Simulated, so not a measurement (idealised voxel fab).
Process module heading - voxel transistor to metal
185 nm wide, 5 nm square cells: that's cross-section cut.
This document writes a cross-section as a grid whose cells are square, and gives it as bands, listed from the top down; one or more rows of cells form a band.
Look at the band entry: it leads with the top's height and the bottom's height in nm. Then it lists the materials left to right, with a width in nm for each. The word "everywhere" on a single material says that material fills the band edge to edge. The word "blank" is empty space.
Heights are expressed relative to 0, this being the level below which the as-received wafer comprises one material exclusively. The lowest band is unbounded in the downward direction and is denoted as in "0 -> down".
Note: "30->40" means the width goes from the first number (top row of the band) to the second number (bottom row) in equal steps per row of cells.
Step marked "all unchanged"? Then no cell in the cross-section changed in it.
In the "Enclosed empty spaces" entry, you get each enclosed empty space of 8 cells or more, one with no open way to the top, written width x height at distance, distance from the left edge, in nm.
On each step's line, the part that comes after the settings is the simulator's own comment on the step.
overlay nm, on a step with a mask: how far to the right of its planned place the mask lay; to the left if negative

Planned step list for the process
1) RECEIVE | material Si
2) OXIDIZE | depth nm 5
3) CONFORMAL_DEP | material SiN | thk nm 10
4) MASKED_ETCH | tone cover | mask id ACTIVE | width nm 100 | etch materials SiN | depth nm 10 | overlay nm 0
5) MASKED_ETCH | tone cover | mask id ACTIVE | width nm 100 | etch materials SiO2 | depth nm 5 | overlay nm 0
6) MASKED_ETCH | tone cover | mask id ACTIVE | width nm 100 | etch materials Si | depth nm 20 | overlay nm 0
7) OXIDIZE | depth nm 5
8) FILL_DEP | material SiO2 | thk nm 10
9) CMP | height nm 10
10) SELECTIVE_ETCH | etch materials SiO2 | depth nm 10
11) STRIP | etch materials SiN
12) SELECTIVE_ETCH | etch materials SiO2 | depth nm 5
13) OXIDIZE | depth nm 5
14) DIRECTIONAL_DEP | material polySi | thk nm 25
15) DIRECTIONAL_DEP | material SiCN | thk nm 15
16) PATTERN | tone cover | mask id GATE | material resist | width nm 20 | thk nm 20 | overlay nm 0
17) DIRECTIONAL_ETCH | etch materials SiCN | depth nm 25
18) DIRECTIONAL_ETCH | etch materials polySi | depth nm 35
19) STRIP | etch materials resist
20) CONFORMAL_DEP | material SiN | thk nm 5
21) DIRECTIONAL_ETCH | etch materials SiN | depth nm 5
22) DIRECTIONAL_ETCH | etch materials SiO2 | depth nm 5
23) DIRECTIONAL_ETCH | etch materials Si | depth nm 10
24) EPI | material nSi | thk nm 15
25) FILL_DEP | material SiO2 | thk nm 10
26) CMP | height nm 35
27) DIRECTIONAL_DEP | material SiO2 | thk nm 15
28) DIRECTIONAL_DEP | material aC | thk nm 10
29) PATTERN | tone open | mask id CONTACT | material resist | width nm 15 | pitch nm 75 | thk nm 25 | overlay nm 0
30) DIRECTIONAL_ETCH | etch materials aC | depth nm 10
31) STRIP | etch materials resist
32) DIRECTIONAL_ETCH | etch materials SiO2 | depth nm 55
33) STRIP | etch materials aC
34) CONFORMAL_DEP | material TiN | thk nm 5
35) FILL_DEP | material W | thk nm 10
36) CMP | height nm 50
37) CONFORMAL_DEP | material SiCN | thk nm 5
38) DIRECTIONAL_DEP | material lowk | thk nm 25
39) PATTERN | tone open | mask id METAL_1 | material resist | width nm 15 | pitch nm 75 | thk nm 20 | overlay nm 0
40) DIRECTIONAL_ETCH | etch materials lowk | depth nm 25
41) DIRECTIONAL_ETCH | etch materials SiCN | depth nm 5
42) STRIP | etch materials resist
43) CONFORMAL_DEP | material TiN | thk nm 5
44) FILL_DEP | material Ru | thk nm 5
45) CMP | height nm 80
46) CONFORMAL_DEP | material SiN | thk nm 5

Wafer as received: cross-section following step 1
0 -> down = Si everywhere
Enclosed empty spaces: none

Cross-sectional result after module completion. Note: starting condition and plan are unchanged from above; one processing mistake was made
85 -> 80 = SiN everywhere
80 -> 55 = lowk 45 / TiN 5 / Ru 5 / TiN 5 / lowk 60 / TiN 5 / Ru 5 / TiN 5 / lowk 50
55 -> 50 = SiCN 45 / TiN 15 / SiCN 60 / TiN 15 / SiCN 50
50 -> 40 = W 40 / TiN 5 / SiO2 15 / TiN 5 / W 50 / TiN 5 / SiO2 15 / TiN 5 / W 45
40 -> 35 = W 40 / TiN 5 / SiO2 15 / TiN 5 / W 5 / TiN 40 / W 5 / TiN 5 / SiO2 15 / TiN 5 / W 45
35 -> 20 = W 40 / TiN 5 / SiO2 15 / TiN 5 / W 5 / TiN 5 / SiN 5 / SiCN 20 / SiN 5 / TiN 5 / W 5 / TiN 5 / SiO2 15 / TiN 5 / W 45
20 -> 10 = W 40 / TiN 5 / SiO2 15 / TiN 5 / W 5 / TiN 5 / SiN 5 / polySi 20 / SiN 5 / TiN 5 / W 5 / TiN 5 / SiO2 15 / TiN 5 / W 45
10 -> 5 = W 40 / TiN 5 / SiO2 15 / TiN 15 / SiN 5 / polySi 20 / SiN 5 / TiN 15 / SiO2 15 / TiN 5 / W 45
5 -> 0 = W 40 / TiN 5 / SiO2 15 / nSi 15 / SiN 5 / polySi 20 / SiN 5 / nSi 15 / SiO2 15 / TiN 5 / W 45
0 -> -5 = TiN 45 / SiO2 15 / nSi 15 / SiN 5 / polySi 20 / SiN 5 / nSi 15 / SiO2 15 / TiN 50
-5 -> -10 = SiO2 40 / nSi 35 / SiO2 30 / nSi 35 / SiO2 45
-10 -> -20 = SiO2 45 / nSi 30 / Si 30 / nSi 30 / SiO2 50
-20 -> -30 = SiO2 45 / Si 90 / SiO2 50
-30 -> down = Si everywhere
Enclosed empty spaces: none
Error vs. plan: planned and actual differ for step 29; actual: PATTERN | tone cover | mask id CONTACT | material resist | width nm 15 | pitch nm 75 | thk nm 25 | overlay nm 0
